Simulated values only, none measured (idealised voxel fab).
process module | voxel spacer lines
cross-section cut | 225 nm wide | cells 5 nm
A cross-section is a grid of square cells, given in bands from the top down. A band is one or more rows of cells.
Each band's line starts with the height of the band's top and of its bottom, in nm. Then come its materials from left to right, each with its width in nm. One material with "throughout" fills the band from edge to edge. "air" is empty space.
Height 0 is the level under which the wafer as received is all one material. The lowest band goes on downwards, as in "0 down".
A width such as "30 to 40" changes by the same amount from each row of cells to the next, from the band's top row to its bottom row.
"no change" after a step means that no cell of the cross-section changed.
closed voids: empty space of 8 cells or more with no open way to the top, each as width x height at its distance from the left edge, in nm
after a step's settings: what the simulator itself notes on the step
overlay nm, on a step with a mask: how far to the right of its planned place the mask lay; to the left if negative
plan
1 op RECEIVE | material Si
2 op CONFORMAL_DEP | material Al2O3 | thk nm 5
3 op DIRECTIONAL_DEP | material polySi | thk nm 20
4 op DIRECTIONAL_DEP | material aC | thk nm 20
5 op PATTERN | tone cover | mask id MANDREL | material resist | width nm 20 | pitch nm 70 | thk nm 25 | overlay nm 0
6 op DIRECTIONAL_ETCH | etch materials aC | depth nm 20
7 op STRIP | etch materials resist
8 op CONFORMAL_DEP | material SiN | thk nm 15
9 op DIRECTIONAL_ETCH | etch materials SiN | depth nm 15
10 op STRIP | etch materials aC
11 op DIRECTIONAL_ETCH | etch materials polySi | depth nm 20
12 op STRIP | etch materials SiN
first wafer, as planned
as received, after step 1
  0 down: Si throughout
  closed voids: none
after step 2
  5 to 0: Al2O3 throughout
  below 0: unchanged
after step 3
  25 to 5: polySi throughout
  below 5: unchanged
after step 4
  45 to 25: aC throughout
  below 25: unchanged
after step 5
  70 to 45: air 30 | resist 20 | air 50 | resist 20 | air 50 | resist 20 | air 35
  below 45: unchanged
after step 6
  50 to 45: air 30 | resist 20 | air 50 | resist 20 | air 50 | resist 20 | air 35
  45 to 25: air 30 | aC 20 | air 50 | aC 20 | air 50 | aC 20 | air 35
  below 25: unchanged
after step 7
  45 to 25: air 30 | aC 20 | air 50 | aC 20 | air 50 | aC 20 | air 35
  below 25: unchanged
after step 8
  60 to 45: air 15 | SiN 50 | air 20 | SiN 50 | air 20 | SiN 50 | air 20
  45 to 40: air 15 | SiN 15 | aC 20 | SiN 15 | air 20 | SiN 15 | aC 20 | SiN 15 | air 20 | SiN 15 | aC 20 | SiN 15 | air 20
  40 to 25: SiN 30 | aC 20 | SiN 50 | aC 20 | SiN 50 | aC 20 | SiN 35
  below 25: unchanged
after step 9
  45 to 25: air 15 | SiN 15 | aC 20 | SiN 15 | air 20 | SiN 15 | aC 20 | SiN 15 | air 20 | SiN 15 | aC 20 | SiN 15 | air 20
  below 25: unchanged
after step 10
  45 to 25: air 15 | SiN 15 | air 20 | SiN 15 | air 20 | SiN 15 | air 20 | SiN 15 | air 20 | SiN 15 | air 20 | SiN 15 | air 20
  below 25: unchanged
after step 11
  45 to 25: air 15 | SiN 15 | air 20 | SiN 15 | air 20 | SiN 15 | air 20 | SiN 15 | air 20 | SiN 15 | air 20 | SiN 15 | air 20
  25 to 5: air 15 | polySi 15 | air 20 | polySi 15 | air 20 | polySi 15 | air 20 | polySi 15 | air 20 | polySi 15 | air 20 | polySi 15 | air 20
  below 5: unchanged
after step 12
  25 to 5: air 15 | polySi 15 | air 20 | polySi 15 | air 20 | polySi 15 | air 20 | polySi 15 | air 20 | polySi 15 | air 20 | polySi 15 | air 20
  below 5: unchanged
second wafer: like start, like plan, one mistake. Through step 4 it matches the first wafer
when step 5 should have ended
  70 to 45: resist 30 | air 20 | resist 50 | air 20 | resist 50 | air 20 | resist 35
  below 45: unchanged
when step 6 should have ended
  50 to 45: resist 30 | air 20 | resist 50 | air 20 | resist 50 | air 20 | resist 35
  45 to 25: aC 30 | air 20 | aC 50 | air 20 | aC 50 | air 20 | aC 35
  below 25: unchanged
when step 7 should have ended
  45 to 25: aC 30 | air 20 | aC 50 | air 20 | aC 50 | air 20 | aC 35
  below 25: unchanged
when step 8 should have ended
  60 to 45: SiN throughout
  45 to 25: aC 30 | SiN 20 | aC 50 | SiN 20 | aC 50 | SiN 20 | aC 35
  below 25: unchanged
when step 9 should have ended
  45 to 25: aC 30 | SiN 20 | aC 50 | SiN 20 | aC 50 | SiN 20 | aC 35
  below 25: unchanged
when step 10 should have ended
  45 to 25: air 30 | SiN 20 | air 50 | SiN 20 | air 50 | SiN 20 | air 35
  below 25: unchanged
when step 11 should have ended
  45 to 25: air 30 | SiN 20 | air 50 | SiN 20 | air 50 | SiN 20 | air 35
  25 to 5: air 30 | polySi 20 | air 50 | polySi 20 | air 50 | polySi 20 | air 35
  below 5: unchanged
when step 12 should have ended
  25 to 5: air 30 | polySi 20 | air 50 | polySi 20 | air 50 | polySi 20 | air 35
  below 5: unchanged
what went wrong: step 5 ran as: op PATTERN | tone open | mask id MANDREL | material resist | width nm 20 | pitch nm 70 | thk nm 25 | overlay nm 0
at the end the second wafer has, in cells: 24 fewer of polySi
